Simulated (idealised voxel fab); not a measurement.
The name of this process module is voxel capacitor over wiring.
Cross-section cut spans 220 nm and uses square cells 5 nm in size.
The cross-sections in this document take the form of a grid made of square cells. They are written out as bands, in order from top to bottom. Each band consists of one or more rows of cells. Look at the band entry: it leads with the top's height and the bottom's height in nm. Then it lists the materials left to right, with a width in nm for each. The word "everywhere" on a single material says that material fills the band edge to edge. The word "blank" is empty space. Basically, 0 is our baseline, since under it the wafer straight out of the box is all one material. The bottom band has no lower end and keeps on going down, so it looks like "0..down". Top row gets the first number, bottom row gets the second, and each row in between changes by the same step: that is how a band width like "30..40" works. What does "everything unchanged" mean for a step? It means no cell of the cross-section changed in that step. Reported under the label "Enclosed voids" are the empty spaces having no open way to the top and comprising 8 cells or more; the notation for each is width x height at distance, in which the distance is measured from the left edge and all three values are in nm. On each step's line, the part that comes after the settings is the simulator's own comment on the step. For masked steps, "overlay nm" on the step line gives how far right of plan the mask actually lay; a minus sign means it lay to the left.
# plan
1) RECEIVE with material Si
2) CONFORMAL_DEP with material SiO2, thk nm 10
3) CONFORMAL_DEP with material SiN, thk nm 5
4) DIRECTIONAL_DEP with material SiO2, thk nm 15
5) PATTERN with tone open, mask id METAL_1, material resist, width nm 20, pitch nm 90, thk nm 20, overlay nm 0
6) DIRECTIONAL_ETCH with etch materials SiO2, depth nm 15
7) DIRECTIONAL_ETCH with etch materials SiN, depth nm 5
8) STRIP with etch materials resist
9) CONFORMAL_DEP with material TiN, thk nm 5
10) FILL_DEP with material Ru, thk nm 5
11) CMP with height nm 30
12) EPI with material Ru, thk nm 5
13) FILL_DEP with material SiCN, thk nm 5
14) DIRECTIONAL_DEP with material lowk, thk nm 20
15) MASKED_ETCH with tone open, mask id PLUG_1, width nm 15, etch materials lowk, depth nm 20, overlay nm 0
16) MASKED_ETCH with tone open, mask id PLUG_1, width nm 15, etch materials SiCN, depth nm 5, overlay nm 0
17) CONFORMAL_DEP with material TiN, thk nm 5
18) FILL_DEP with material Cu, thk nm 10
19) CMP with height nm 60
20) DIRECTIONAL_DEP with material TiN, thk nm 10
21) DIRECTIONAL_DEP with material SiN, thk nm 5
22) DIRECTIONAL_DEP with material TiN, thk nm 5
23) PATTERN with tone cover, mask id UPPER_PLATE, material resist, width nm 75, thk nm 15, overlay nm 0
24) DIRECTIONAL_ETCH with etch materials TiN, depth nm 5
25) DIRECTIONAL_ETCH with etch materials SiN, depth nm 5
26) STRIP with etch materials resist
27) DIRECTIONAL_DEP with material aC, thk nm 10
28) PATTERN with tone cover, mask id LOWER_PLATE, material resist, width nm 85, thk nm 25, overlay nm 0
29) DIRECTIONAL_ETCH with etch materials aC, depth nm 10
30) STRIP with etch materials resist
31) DIRECTIONAL_ETCH with etch materials TiN, depth nm 10
32) STRIP with etch materials aC
33) FILL_DEP with material SiO2, thk nm 20
34) CMP with height nm 95
35) PATTERN with tone open, mask id PLUG_2, material resist, width nm 15, thk nm 15, overlay nm 0
36) DIRECTIONAL_ETCH with etch materials SiO2, depth nm 15
37) STRIP with etch materials resist
38) CONFORMAL_DEP with material TiN, thk nm 5
39) FILL_DEP with material Cu, thk nm 10
40) CMP with height nm 95
41) CONFORMAL_DEP with material SiN, thk nm 5
# Account of the first of two wafers, which was processed as intended
# As-received wafer cross-section (after step 1)
> 0..down: Si everywhere
> Enclosed voids: none
# Step 2 complete: cross-section through the wafer
> 10..0: SiO2 everywhere
> below 0: unchanged
# Step 3 complete: cross-section through the wafer
> 15..10: SiN everywhere
> below 10: unchanged
# Step 4 complete: cross-section through the wafer
> 30..15: SiO2 everywhere
> below 15: unchanged
# Step 5 complete: cross-section through the wafer
> 50..30: 55 resist, then 20 blank, then 70 resist, then 20 blank, then 55 resist
> below 30: unchanged
# Step 6 complete: cross-section through the wafer
> 50..30: 55 resist, then 20 blank, then 70 resist, then 20 blank, then 55 resist
> 30..15: 55 SiO2, then 20 blank, then 70 SiO2, then 20 blank, then 55 SiO2
> below 15: unchanged
# Step 7 complete: cross-section through the wafer
> 50..30: 55 resist, then 20 blank, then 70 resist, then 20 blank, then 55 resist
> 30..15: 55 SiO2, then 20 blank, then 70 SiO2, then 20 blank, then 55 SiO2
> 15..10: 55 SiN, then 20 blank, then 70 SiN, then 20 blank, then 55 SiN
> below 10: unchanged
# Step 8 complete: cross-section through the wafer
> 30..15: 55 SiO2, then 20 blank, then 70 SiO2, then 20 blank, then 55 SiO2
> below 15: unchanged
# Step 9 complete: cross-section through the wafer
> 35..30: 60 TiN, then 10 blank, then 80 TiN, then 10 blank, then 60 TiN
> 30..15: 55 SiO2, then 5 TiN, then 10 blank, then 5 TiN, then 70 SiO2, then 5 TiN, then 10 blank, then 5 TiN, then 55 SiO2
> 15..10: 55 SiN, then 20 TiN, then 70 SiN, then 20 TiN, then 55 SiN
> below 10: unchanged
# Step 10 complete: cross-section through the wafer
> 40..35: Ru everywhere
> 35..30: 60 TiN, then 10 Ru, then 80 TiN, then 10 Ru, then 60 TiN
> 30..15: 55 SiO2, then 5 TiN, then 10 Ru, then 5 TiN, then 70 SiO2, then 5 TiN, then 10 Ru, then 5 TiN, then 55 SiO2
> below 15: unchanged
# Step 11 complete: cross-section through the wafer
> 30..15: 55 SiO2, then 5 TiN, then 10 Ru, then 5 TiN, then 70 SiO2, then 5 TiN, then 10 Ru, then 5 TiN, then 55 SiO2
> below 15: unchanged
# Step 12 complete: cross-section through the wafer
> 35..30: 50 blank, then 30 Ru, then 60 blank, then 30 Ru, then 50 blank
> below 30: unchanged
# Step 13 complete: cross-section through the wafer
> 40..35: SiCN everywhere
> 35..30: 50 SiCN, then 30 Ru, then 60 SiCN, then 30 Ru, then 50 SiCN
> below 30: unchanged
# Step 14 complete: cross-section through the wafer
> 60..40: lowk everywhere
> below 40: unchanged
# Step 15 complete: cross-section through the wafer
> 60..40: 60 lowk, then 15 blank, then 145 lowk
> below 40: unchanged
# Step 16 complete: cross-section through the wafer
> 60..40: 60 lowk, then 15 blank, then 145 lowk
> 40..35: 60 SiCN, then 15 blank, then 145 SiCN
> below 35: unchanged
# Step 17 complete: cross-section through the wafer
> 65..60: 65 TiN, then 5 blank, then 150 TiN
> 60..40: 60 lowk, then 5 TiN, then 5 blank, then 5 TiN, then 145 lowk
> 40..35: 60 SiCN, then 15 TiN, then 145 SiCN
> below 35: unchanged
# Step 18 complete: cross-section through the wafer
> 75..65: Cu everywhere
> 65..60: 65 TiN, then 5 Cu, then 150 TiN
> 60..40: 60 lowk, then 5 TiN, then 5 Cu, then 5 TiN, then 145 lowk
> below 40: unchanged
# Step 19 complete: cross-section through the wafer
> 60..40: 60 lowk, then 5 TiN, then 5 Cu, then 5 TiN, then 145 lowk
> below 40: unchanged
# Step 20 complete: cross-section through the wafer
> 70..60: TiN everywhere
> below 60: unchanged
# Step 21 complete: cross-section through the wafer
> 75..70: SiN everywhere
> below 70: unchanged
# Step 22 complete: cross-section through the wafer
> 80..75: TiN everywhere
> below 75: unchanged
# Step 23 complete: cross-section through the wafer
> 95..80: 60 blank, then 75 resist, then 85 blank
> below 80: unchanged
# Step 24 complete: cross-section through the wafer
> 95..80: 60 blank, then 75 resist, then 85 blank
> 80..75: 60 blank, then 75 TiN, then 85 blank
> below 75: unchanged
# Step 25 complete: cross-section through the wafer
> 95..80: 60 blank, then 75 resist, then 85 blank
> 80..75: 60 blank, then 75 TiN, then 85 blank
> 75..70: 60 blank, then 75 SiN, then 85 blank
> below 70: unchanged
# Step 26 complete: cross-section through the wafer
> 80..75: 60 blank, then 75 TiN, then 85 blank
> below 75: unchanged
# Step 27 complete: cross-section through the wafer
> 90..80: 60 blank, then 75 aC, then 85 blank
> 80..75: 60 aC, then 75 TiN, then 85 aC
> 75..70: 60 aC, then 75 SiN, then 85 aC
> below 70: unchanged
# Step 28 complete: cross-section through the wafer
> 115..90: 55 blank, then 85 resist, then 80 blank
> 90..80: 55 blank, then 5 resist, then 75 aC, then 5 resist, then 80 blank
> below 80: unchanged
# Step 29 complete: cross-section through the wafer
> 105..90: 55 blank, then 85 resist, then 80 blank
> 90..80: 55 blank, then 5 resist, then 75 aC, then 5 resist, then 80 blank
> 80..75: 55 blank, then 5 aC, then 75 TiN, then 5 aC, then 80 blank
> 75..70: 55 blank, then 5 aC, then 75 SiN, then 5 aC, then 80 blank
> below 70: unchanged
# Step 30 complete: cross-section through the wafer
> 90..80: 60 blank, then 75 aC, then 85 blank
> below 80: unchanged
# Step 31 complete: cross-section through the wafer
> 90..80: 60 blank, then 75 aC, then 85 blank
> 80..75: 55 blank, then 5 aC, then 75 TiN, then 5 aC, then 80 blank
> 75..70: 55 blank, then 5 aC, then 75 SiN, then 5 aC, then 80 blank
> 70..60: 55 blank, then 85 TiN, then 80 blank
> below 60: unchanged
# Step 32 complete: cross-section through the wafer
> 80..75: 60 blank, then 75 TiN, then 85 blank
> 75..70: 60 blank, then 75 SiN, then 85 blank
> below 70: unchanged
# Step 33 complete: cross-section through the wafer
> 100..80: SiO2 everywhere
> 80..75: 60 SiO2, then 75 TiN, then 85 SiO2
> 75..70: 60 SiO2, then 75 SiN, then 85 SiO2
> 70..60: 55 SiO2, then 85 TiN, then 80 SiO2
> below 60: unchanged
# Step 34 complete: cross-section through the wafer
> 95..80: SiO2 everywhere
> below 80: unchanged
# Step 35 complete: cross-section through the wafer
> 110..95: 70 resist, then 15 blank, then 135 resist
> below 95: unchanged
# Step 36 complete: cross-section through the wafer
> 110..95: 70 resist, then 15 blank, then 135 resist
> 95..80: 70 SiO2, then 15 blank, then 135 SiO2
> below 80: unchanged
# Step 37 complete: cross-section through the wafer
> 95..80: 70 SiO2, then 15 blank, then 135 SiO2
> below 80: unchanged
# Step 38 complete: cross-section through the wafer
> 100..95: 75 TiN, then 5 blank, then 140 TiN
> 95..85: 70 SiO2, then 5 TiN, then 5 blank, then 5 TiN, then 135 SiO2
> 85..75: 70..60 SiO2, then 15..75 TiN, then 135..85 SiO2
> below 75: unchanged
# Step 39 complete: cross-section through the wafer
> 110..100: Cu everywhere
> 100..95: 75 TiN, then 5 Cu, then 140 TiN
> 95..85: 70 SiO2, then 5 TiN, then 5 Cu, then 5 TiN, then 135 SiO2
> below 85: unchanged
# Step 40 complete: cross-section through the wafer
> 95..85: 70 SiO2, then 5 TiN, then 5 Cu, then 5 TiN, then 135 SiO2
> below 85: unchanged
# Step 41 complete: cross-section through the wafer
> 100..95: SiN everywhere
> below 95: unchanged
# Second wafer, same starting state and plan as the first, one mistake in the run, identical through step 19
# Look at the second wafer in cross-section at the time step 20 ought to have finished
> 75..60: TiN everywhere
> below 60: unchanged
# Look at the second wafer in cross-section at the time step 21 ought to have finished
> 80..75: SiN everywhere
> below 75: unchanged
# Look at the second wafer in cross-section at the time step 22 ought to have finished
> 85..80: TiN everywhere
> below 80: unchanged
# Look at the second wafer in cross-section at the time step 23 ought to have finished
> 100..85: 60 blank, then 75 resist, then 85 blank
> below 85: unchanged
# Look at the second wafer in cross-section at the time step 24 ought to have finished
> 100..85: 60 blank, then 75 resist, then 85 blank
> 85..80: 60 blank, then 75 TiN, then 85 blank
> below 80: unchanged
# Look at the second wafer in cross-section at the time step 25 ought to have finished
> 100..85: 60 blank, then 75 resist, then 85 blank
> 85..80: 60 blank, then 75 TiN, then 85 blank
> 80..75: 60 blank, then 75 SiN, then 85 blank
> below 75: unchanged
# Look at the second wafer in cross-section at the time step 26 ought to have finished
> 85..80: 60 blank, then 75 TiN, then 85 blank
> below 80: unchanged
# Look at the second wafer in cross-section at the time step 27 ought to have finished
> 95..85: 60 blank, then 75 aC, then 85 blank
> 85..80: 60 aC, then 75 TiN, then 85 aC
> 80..75: 60 aC, then 75 SiN, then 85 aC
> below 75: unchanged
# Look at the second wafer in cross-section at the time step 28 ought to have finished
> 120..95: 55 blank, then 85 resist, then 80 blank
> 95..85: 55 blank, then 5 resist, then 75 aC, then 5 resist, then 80 blank
> below 85: unchanged
# Look at the second wafer in cross-section at the time step 29 ought to have finished
> 110..95: 55 blank, then 85 resist, then 80 blank
> 95..85: 55 blank, then 5 resist, then 75 aC, then 5 resist, then 80 blank
> 85..80: 55 blank, then 5 aC, then 75 TiN, then 5 aC, then 80 blank
> 80..75: 55 blank, then 5 aC, then 75 SiN, then 5 aC, then 80 blank
> below 75: unchanged
# Look at the second wafer in cross-section at the time step 30 ought to have finished
> 95..85: 60 blank, then 75 aC, then 85 blank
> below 85: unchanged
# Look at the second wafer in cross-section at the time step 31 ought to have finished
> 95..85: 60 blank, then 75 aC, then 85 blank
> 85..80: 55 blank, then 5 aC, then 75 TiN, then 5 aC, then 80 blank
> 80..75: 55 blank, then 5 aC, then 75 SiN, then 5 aC, then 80 blank
> 75..65: 55 blank, then 85 TiN, then 80 blank
> below 65: unchanged
# Look at the second wafer in cross-section at the time step 32 ought to have finished
> 85..80: 60 blank, then 75 TiN, then 85 blank
> 80..75: 60 blank, then 75 SiN, then 85 blank
> below 75: unchanged
# Look at the second wafer in cross-section at the time step 33 ought to have finished
> 105..85: SiO2 everywhere
> 85..80: 60 SiO2, then 75 TiN, then 85 SiO2
> 80..75: 60 SiO2, then 75 SiN, then 85 SiO2
> 75..65: 55 SiO2, then 85 TiN, then 80 SiO2
> below 65: unchanged
# Look at the second wafer in cross-section at the time step 34 ought to have finished
> 95..85: SiO2 everywhere
> below 85: unchanged
# Look at the second wafer in cross-section at the time step 35 ought to have finished
> 110..95: 70 resist, then 15 blank, then 135 resist
> below 95: unchanged
# Look at the second wafer in cross-section at the time step 36 ought to have finished
> 110..95: 70 resist, then 15 blank, then 135 resist
> 95..85: 70 SiO2, then 15 blank, then 135 SiO2
> below 85: unchanged
# Look at the second wafer in cross-section at the time step 37 ought to have finished
> 95..85: 70 SiO2, then 15 blank, then 135 SiO2
> below 85: unchanged
# Look at the second wafer in cross-section at the time step 38 ought to have finished
> 100..95: 75 TiN, then 5 blank, then 140 TiN
> 95..90: 70 SiO2, then 5 TiN, then 5 blank, then 5 TiN, then 135 SiO2
> 90..80: 70..60 SiO2, then 15..75 TiN, then 135..85 SiO2
> below 80: unchanged
# Look at the second wafer in cross-section at the time step 39 ought to have finished
> 110..100: Cu everywhere
> 100..95: 75 TiN, then 5 Cu, then 140 TiN
> 95..90: 70 SiO2, then 5 TiN, then 5 Cu, then 5 TiN, then 135 SiO2
> below 90: unchanged
# Look at the second wafer in cross-section at the time step 40 ought to have finished
> 95..90: 70 SiO2, then 5 TiN, then 5 Cu, then 5 TiN, then 135 SiO2
> below 90: unchanged
# Look at the second wafer in cross-section at the time step 41 ought to have finished
> 100..95: SiN everywhere
> below 95: unchanged
Short version of what went wrong: rather than as planned, step 20 actually ran as DIRECTIONAL_DEP with material TiN, thk nm 15
Final tally in cells, some materials are higher or lower on the second wafer than on the first: -1 Cu | -41 SiO2 | +42 TiN
